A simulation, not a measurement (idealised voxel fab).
Process module in this document: voxel air gaps
The width of the displayed cross-section, cut, is 295 nm; its cells are square, with a size of 5 nm.
Cross-section spec: square-cell grid; bands listed top down; each band is one or more rows.
Heights first: top, then bottom, in nm. Then materials, left to right, each with a width in nm. "everywhere" on a single material: fills the band edge to edge. "empty": empty space.
The level at which height equals 0 is the one under which the wafer, as it arrives, is entirely one material. No lower edge exists for the bottom band, which continues downward and is notated as in "0 -> down".
A width such as "30->40" changes by the same amount from each row of cells to the next, from the band's top row to its bottom row.
The cross-section has no changed cell in any step marked "nothing got changed".
So "Sealed voids" is basically the list of trapped voids: any empty space of 8 cells or more that can't reach the top through an opening. They're written width x height at distance, the distance being from the left edge, and it's all nm.
after a step's settings: what the simulator itself notes on the step
overlay nm: mask right of planned place by this much (step with mask). Neg. = left.
**Steps planned for the process**
1. RECEIVE [material Si]
2. CONFORMAL_DEP [material SiO2] [thk nm 15]
3. CONFORMAL_DEP [material SiCN] [thk nm 5]
4. DIRECTIONAL_DEP [material SiO2] [thk nm 40]
5. DIRECTIONAL_DEP [material aC] [thk nm 10]
6. PATTERN [tone open] [mask id LINES] [material resist] [width nm 15] [pitch nm 45] [thk nm 30] [overlay nm 0]
7. DIRECTIONAL_ETCH [etch materials aC] [depth nm 10]
8. STRIP [etch materials resist]
9. DIRECTIONAL_ETCH [etch materials SiO2] [depth nm 40]
10. STRIP [etch materials aC]
11. CONFORMAL_DEP [material TiN] [thk nm 5]
12. FILL_DEP [material W] [thk nm 5]
13. CMP [height nm 60]
14. EPI [material Ru] [thk nm 10]
15. SELECTIVE_ETCH [etch materials SiO2] [depth nm 50]
16. CONFORMAL_DEP [material SiCN] [thk nm 5]
**Step 1 complete: cross-section of the wafer as received**
0 -> down | Si everywhere
Sealed voids: none
**Starting wafer: above. Plan: above. Run: one mistake. Cross-section after the module: below**
85 -> 80 | empty=70; SiCN=155; empty=70
80 -> 60 | empty=70; SiCN=5; Ru=145; SiCN=5; empty=70
60 -> 55 | empty=70; SiCN=25; TiN=5; W=5; TiN=5; SiO2=30; TiN=5; W=5; TiN=5; SiO2=30; TiN=5; W=5; TiN=5; SiCN=25; empty=70
55 -> 25 | empty=90; SiCN=5; TiN=5; W=5; TiN=5; SiO2=30; TiN=5; W=5; TiN=5; SiO2=30; TiN=5; W=5; TiN=5; SiCN=5; empty=90
25 -> 20 | SiCN=95; TiN=15; SiO2=30; TiN=15; SiO2=30; TiN=15; SiCN=95
20 -> 15 | SiCN everywhere
15 -> 0 | SiO2 everywhere
0 -> down | Si everywhere
Sealed voids: none
Run error: heads up, step 14 of the plan got done twice
